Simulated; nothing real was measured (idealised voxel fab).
Process module in this document: voxel self aligned vias
The cross-section on display is named cut; it measures 295 nm wide, and its cells are 5 nm squares.
Heads up, the way a cross-section reads in here is a grid of square cells, handed over as bands from the top down, with every band being one or more rows of cells.
In this notation a band is specified by the heights of its top and bottom, in that order and in nm, after which its materials appear from left to right, each paired with its width in nm. The word "full width" attached to a single material means that material fills the band from edge to edge; the word "empty" stands for empty space.
For the purposes of this specification, 0 denotes the height below which the wafer in its as-received condition is composed wholly of one material, and the lowermost band, lacking a lower limit, extends downward without end, as expressed in "0 and below".
The notation "30 to 40" denotes a width that varies across the rows of cells in the band, beginning at the first number in the top row, finishing at the second number in the bottom row, and changing by an identical amount from each row to the next.
The designation "left unchanged", where it is given for a processing step, indicates that no cell of the cross-section was altered in the course of that step.
Under "closed voids" you'll find the enclosed gaps, the ones with no way out to the top, that are 8 cells or bigger; each reads width x height at distance, with distance counted from the left edge, everything in nm.
Heads up: the bit after the settings on a step's line is the simulator's remark on that step.
overlay nm: for a step with a mask, the amount by which the mask lay right of where it was planned; a negative amount means left of it.
-- This section lists the process steps that were planned
- 1: RECEIVE: material Si
- 2: CONFORMAL_DEP: material SiO2, thk nm 15
- 3: CONFORMAL_DEP: material SiCN, thk nm 5
- 4: DIRECTIONAL_DEP: material SiO2, thk nm 20
- 5: PATTERN: tone open, mask id LINES, material resist, width nm 30, pitch nm 65, thk nm 20, overlay nm 0
- 6: DIRECTIONAL_ETCH: etch materials SiO2, depth nm 20
- 7: STRIP: etch materials resist
- 8: CONFORMAL_DEP: material TiN, thk nm 5
- 9: FILL_DEP: material Ru, thk nm 10
- 10: CMP: height nm 40
- 11: SELECTIVE_ETCH: etch materials W Ru TiN, depth nm 10
- 12: FILL_DEP: material SiN, thk nm 10
- 13: CMP: height nm 40
- 14: DIRECTIONAL_DEP: material SiO2, thk nm 15
- 15: MASKED_ETCH: tone open, mask id VIAS, width nm 50, etch materials SiO2, depth nm 15, overlay nm 0
- 16: MASKED_ETCH: tone open, mask id VIAS, width nm 50, etch materials SiN, depth nm 10, overlay nm 0
- 17: CONFORMAL_DEP: material TiN, thk nm 5
- 18: FILL_DEP: material Ru, thk nm 5
- 19: CMP: height nm 55
- 20: CONFORMAL_DEP: material SiCN, thk nm 5
-- Wafer, first of two, run as planned
-- As-received state of the wafer in cross-section, equivalent to post-step 1
- 0 and below = Si full width
- closed voids: none
-- You're looking at a cross-section of the wafer after step 2
- 15 down to 0 = SiO2 full width
- No changes below 0.
-- You're looking at a cross-section of the wafer after step 3
- 20 down to 15 = SiCN full width
- No changes below 15.
-- You're looking at a cross-section of the wafer after step 4
- 40 down to 20 = SiO2 full width
- No changes below 20.
-- You're looking at a cross-section of the wafer after step 5
- 60 down to 40 = 100 nm resist / 30 nm empty / 35 nm resist / 30 nm empty / 100 nm resist
- No changes below 40.
-- You're looking at a cross-section of the wafer after step 6
- 60 down to 40 = 100 nm resist / 30 nm empty / 35 nm resist / 30 nm empty / 100 nm resist
- 40 down to 20 = 100 nm SiO2 / 30 nm empty / 35 nm SiO2 / 30 nm empty / 100 nm SiO2
- No changes below 20.
-- You're looking at a cross-section of the wafer after step 7
- 40 down to 20 = 100 nm SiO2 / 30 nm empty / 35 nm SiO2 / 30 nm empty / 100 nm SiO2
- No changes below 20.
-- You're looking at a cross-section of the wafer after step 8
- 45 down to 40 = 105 nm TiN / 20 nm empty / 45 nm TiN / 20 nm empty / 105 nm TiN
- 40 down to 25 = 100 nm SiO2 / 5 nm TiN / 20 nm empty / 5 nm TiN / 35 nm SiO2 / 5 nm TiN / 20 nm empty / 5 nm TiN / 100 nm SiO2
- 25 down to 20 = 100 nm SiO2 / 30 nm TiN / 35 nm SiO2 / 30 nm TiN / 100 nm SiO2
- No changes below 20.
-- You're looking at a cross-section of the wafer after step 9
- 55 down to 45 = Ru full width
- 45 down to 40 = 105 nm TiN / 20 nm Ru / 45 nm TiN / 20 nm Ru / 105 nm TiN
- 40 down to 25 = 100 nm SiO2 / 5 nm TiN / 20 nm Ru / 5 nm TiN / 35 nm SiO2 / 5 nm TiN / 20 nm Ru / 5 nm TiN / 100 nm SiO2
- No changes below 25.
-- You're looking at a cross-section of the wafer after step 10
- 40 down to 25 = 100 nm SiO2 / 5 nm TiN / 20 nm Ru / 5 nm TiN / 35 nm SiO2 / 5 nm TiN / 20 nm Ru / 5 nm TiN / 100 nm SiO2
- No changes below 25.
-- You're looking at a cross-section of the wafer after step 11
- 40 down to 30 = 100 nm SiO2 / 30 nm empty / 35 nm SiO2 / 30 nm empty / 100 nm SiO2
- No changes below 30.
-- You're looking at a cross-section of the wafer after step 12
- 50 down to 40 = SiN full width
- 40 down to 30 = 100 nm SiO2 / 30 nm SiN / 35 nm SiO2 / 30 nm SiN / 100 nm SiO2
- No changes below 30.
-- You're looking at a cross-section of the wafer after step 13
- 40 down to 30 = 100 nm SiO2 / 30 nm SiN / 35 nm SiO2 / 30 nm SiN / 100 nm SiO2
- No changes below 30.
-- You're looking at a cross-section of the wafer after step 14
- 55 down to 40 = SiO2 full width
- No changes below 40.
-- You're looking at a cross-section of the wafer after step 15
- 55 down to 40 = 90 nm SiO2 / 50 nm empty / 155 nm SiO2
- No changes below 40.
-- You're looking at a cross-section of the wafer after step 16
- 55 down to 40 = 90 nm SiO2 / 50 nm empty / 155 nm SiO2
- 40 down to 30 = 100 nm SiO2 / 30 nm empty / 35 nm SiO2 / 30 nm SiN / 100 nm SiO2
- No changes below 30.
-- You're looking at a cross-section of the wafer after step 17
- 60 down to 55 = 95 nm TiN / 40 nm empty / 160 nm TiN
- 55 down to 45 = 90 nm SiO2 / 5 nm TiN / 40 nm empty / 5 nm TiN / 155 nm SiO2
- 45 down to 40 = 90 nm SiO2 / 15 nm TiN / 20 nm empty / 15 nm TiN / 155 nm SiO2
- 40 down to 35 = 100 nm SiO2 / 5 nm TiN / 20 nm empty / 5 nm TiN / 35 nm SiO2 / 30 nm SiN / 100 nm SiO2
- 35 down to 30 = 100 nm SiO2 / 30 nm TiN / 35 nm SiO2 / 30 nm SiN / 100 nm SiO2
- No changes below 30.
-- You're looking at a cross-section of the wafer after step 18
- 65 down to 60 = Ru full width
- 60 down to 55 = 95 nm TiN / 40 nm Ru / 160 nm TiN
- 55 down to 45 = 90 nm SiO2 / 5 nm TiN / 40 nm Ru / 5 nm TiN / 155 nm SiO2
- 45 down to 40 = 90 nm SiO2 / 15 nm TiN / 20 nm Ru / 15 nm TiN / 155 nm SiO2
- 40 down to 35 = 100 nm SiO2 / 5 nm TiN / 20 nm Ru / 5 nm TiN / 35 nm SiO2 / 30 nm SiN / 100 nm SiO2
- No changes below 35.
-- You're looking at a cross-section of the wafer after step 19
- 55 down to 45 = 90 nm SiO2 / 5 nm TiN / 40 nm Ru / 5 nm TiN / 155 nm SiO2
- No changes below 45.
-- You're looking at a cross-section of the wafer after step 20
- 60 down to 55 = SiCN full width
- No changes below 55.
-- For the second wafer, take the first wafer's start and plan, then add one mistake made in running it; everything through step 4, that step included, is shared with the first
-- Second wafer, cut view, end of step 5 per plan
- 60 down to 40 = 100 nm empty / 30 nm resist / 35 nm empty / 30 nm resist / 100 nm empty
- No changes below 40.
-- Second wafer, cut view, end of step 6 per plan
- 60 down to 40 = 100 nm empty / 30 nm resist / 35 nm empty / 30 nm resist / 100 nm empty
- 40 down to 20 = 100 nm empty / 30 nm SiO2 / 35 nm empty / 30 nm SiO2 / 100 nm empty
- No changes below 20.
-- Second wafer, cut view, end of step 7 per plan
- 40 down to 20 = 100 nm empty / 30 nm SiO2 / 35 nm empty / 30 nm SiO2 / 100 nm empty
- No changes below 20.
-- Second wafer, cut view, end of step 8 per plan
- 45 down to 40 = 95 nm empty / 40 nm TiN / 25 nm empty / 40 nm TiN / 95 nm empty
- 40 down to 25 = 95 nm empty / 5 nm TiN / 30 nm SiO2 / 5 nm TiN / 25 nm empty / 5 nm TiN / 30 nm SiO2 / 5 nm TiN / 95 nm empty
- 25 down to 20 = 100 nm TiN / 30 nm SiO2 / 35 nm TiN / 30 nm SiO2 / 100 nm TiN
- No changes below 20.
-- Second wafer, cut view, end of step 9 per plan
- 55 down to 45 = Ru full width
- 45 down to 40 = 95 nm Ru / 40 nm TiN / 25 nm Ru / 40 nm TiN / 95 nm Ru
- 40 down to 25 = 95 nm Ru / 5 nm TiN / 30 nm SiO2 / 5 nm TiN / 25 nm Ru / 5 nm TiN / 30 nm SiO2 / 5 nm TiN / 95 nm Ru
- No changes below 25.
-- Second wafer, cut view, end of step 10 per plan
- 40 down to 25 = 95 nm Ru / 5 nm TiN / 30 nm SiO2 / 5 nm TiN / 25 nm Ru / 5 nm TiN / 30 nm SiO2 / 5 nm TiN / 95 nm Ru
- No changes below 25.
-- Second wafer, cut view, end of step 11 per plan
- 40 down to 30 = 100 nm empty / 30 nm SiO2 / 35 nm empty / 30 nm SiO2 / 100 nm empty
- No changes below 30.
-- Second wafer, cut view, end of step 12 per plan
- 50 down to 40 = SiN full width
- 40 down to 30 = 100 nm SiN / 30 nm SiO2 / 35 nm SiN / 30 nm SiO2 / 100 nm SiN
- No changes below 30.
-- Second wafer, cut view, end of step 13 per plan
- 40 down to 30 = 100 nm SiN / 30 nm SiO2 / 35 nm SiN / 30 nm SiO2 / 100 nm SiN
- No changes below 30.
-- Second wafer, cut view, end of step 14 per plan
- 55 down to 40 = SiO2 full width
- No changes below 40.
-- Second wafer, cut view, end of step 15 per plan
- 55 down to 40 = 90 nm SiO2 / 50 nm empty / 155 nm SiO2
- No changes below 40.
-- Second wafer, cut view, end of step 16 per plan
- 55 down to 40 = 90 nm SiO2 / 50 nm empty / 155 nm SiO2
- 40 down to 30 = 90 nm SiN / 10 nm empty / 30 nm SiO2 / 10 nm empty / 25 nm SiN / 30 nm SiO2 / 100 nm SiN
- No changes below 30.
-- Second wafer, cut view, end of step 17 per plan
- 60 down to 55 = 95 nm TiN / 40 nm empty / 160 nm TiN
- 55 down to 45 = 90 nm SiO2 / 5 nm TiN / 40 nm empty / 5 nm TiN / 155 nm SiO2
- 45 down to 40 = 90 nm SiO2 / 50 nm TiN / 155 nm SiO2
- 40 down to 30 = 90 nm SiN / 10 nm TiN / 30 nm SiO2 / 10 nm TiN / 25 nm SiN / 30 nm SiO2 / 100 nm SiN
- No changes below 30.
-- Second wafer, cut view, end of step 18 per plan
- 65 down to 60 = Ru full width
- 60 down to 55 = 95 nm TiN / 40 nm Ru / 160 nm TiN
- 55 down to 45 = 90 nm SiO2 / 5 nm TiN / 40 nm Ru / 5 nm TiN / 155 nm SiO2
- No changes below 45.
-- Second wafer, cut view, end of step 19 per plan
- 55 down to 45 = 90 nm SiO2 / 5 nm TiN / 40 nm Ru / 5 nm TiN / 155 nm SiO2
- No changes below 45.
-- Second wafer, cut view, end of step 20 per plan
- 60 down to 55 = SiCN full width
- No changes below 55.
So what did we get wrong on this run? contrary to plan, step 5 was performed as PATTERN: tone cover, mask id LINES, material resist, width nm 30, pitch nm 65, thk nm 20, overlay nm 0
at the end the second wafer has, in cells: 27 more of Ru, 74 more of SiN, 140 fewer of SiO2, 39 more of TiN
